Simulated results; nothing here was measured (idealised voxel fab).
process module | voxel self aligned vias
cross-section cut | 295 nm wide | cells 5 nm
A cross-section is a grid of square cells, given in bands from the top down. A band is one or more rows of cells.
Each band's line starts with the height of the band's top and of its bottom, in nm. Then come its materials from left to right, each with its width in nm. One material with "throughout" fills the band from edge to edge. "air" is empty space.
Height 0 is the level under which the wafer as received is all one material. The lowest band goes on downwards, as in "0 down".
A width such as "30 to 40" changes by the same amount from each row of cells to the next, from the band's top row to its bottom row.
"no change" after a step means that no cell of the cross-section changed.
closed voids: empty space of 8 cells or more with no open way to the top, each as width x height at its distance from the left edge, in nm
after a step's settings: what the simulator itself notes on the step
overlay nm, on a step with a mask: how far to the right of its planned place the mask lay; to the left if negative
plan
1 op RECEIVE | material Si
2 op CONFORMAL_DEP | material SiO2 | thk nm 10
3 op CONFORMAL_DEP | material SiCN | thk nm 5
4 op DIRECTIONAL_DEP | material SiO2 | thk nm 20
5 op MASKED_ETCH | tone open | mask id LINES | width nm 25 | pitch nm 55 | etch materials SiO2 | depth nm 20 | overlay nm 0
6 op CONFORMAL_DEP | material TiN | thk nm 5
7 op FILL_DEP | material Ru | thk nm 5
8 op CMP | height nm 35
9 op SELECTIVE_ETCH | etch materials W Ru TiN | depth nm 5
10 op FILL_DEP | material SiN | thk nm 10
11 op CMP | height nm 35
12 op DIRECTIONAL_DEP | material SiO2 | thk nm 15
13 op DIRECTIONAL_DEP | material aC | thk nm 15
14 op PATTERN | tone open | mask id VIAS | material resist | width nm 35 | pitch nm 55 | thk nm 35 | overlay nm 0
15 op DIRECTIONAL_ETCH | etch materials aC | depth nm 15
16 op STRIP | etch materials resist
17 op DIRECTIONAL_ETCH | etch materials SiO2 | depth nm 15
18 op DIRECTIONAL_ETCH | etch materials SiN | depth nm 5
19 op STRIP | etch materials aC
20 op CONFORMAL_DEP | material TiN | thk nm 5
21 op FILL_DEP | material Ru | thk nm 10
22 op CMP | height nm 50
23 op CONFORMAL_DEP | material SiN | thk nm 5
as received, after step 1
  0 down: Si throughout
  closed voids: none
first wafer at the end, as planned
  55 to 50: SiN throughout
  50 to 40: SiO2 100 | TiN 5 | Ru 25 | TiN 5 | SiO2 20 | TiN 5 | Ru 25 | TiN 5 | SiO2 105
  40 to 35: SiO2 100 | TiN 10 | Ru 15 | TiN 10 | SiO2 20 | TiN 10 | Ru 15 | TiN 10 | SiO2 105
  35 to 30: SiO2 105 | TiN 25 | SiO2 30 | TiN 25 | SiO2 110
  30 to 20: SiO2 105 | TiN 5 | Ru 15 | TiN 5 | SiO2 30 | TiN 5 | Ru 15 | TiN 5 | SiO2 110
  20 to 15: SiO2 105 | TiN 25 | SiO2 30 | TiN 25 | SiO2 110
  15 to 10: SiCN throughout
  10 to 0: SiO2 throughout
  0 down: Si throughout
  closed voids: none
second wafer at the end: like start, like plan, one mistake
  55 to 50: SiN throughout
  50 to 40: SiO2 100 | SiN 5 | Ru 25 | SiN 5 | SiO2 20 | SiN 5 | Ru 25 | SiN 5 | SiO2 105
  40 to 35: SiO2 100 | SiN 10 | Ru 15 | SiN 10 | SiO2 20 | SiN 10 | Ru 15 | SiN 10 | SiO2 105
  35 to 30: SiO2 105 | SiN 25 | SiO2 30 | SiN 25 | SiO2 110
  30 to 20: SiO2 105 | TiN 5 | Ru 15 | TiN 5 | SiO2 30 | TiN 5 | Ru 15 | TiN 5 | SiO2 110
  20 to 15: SiO2 105 | TiN 25 | SiO2 30 | TiN 25 | SiO2 110
  15 to 10: SiCN throughout
  10 to 0: SiO2 throughout
  0 down: Si throughout
  closed voids: none
what went wrong: step 20 ran as: op CONFORMAL_DEP | material SiN | thk nm 5
at the end the second wafer has, in cells: 26 more of SiN | 26 fewer of TiN
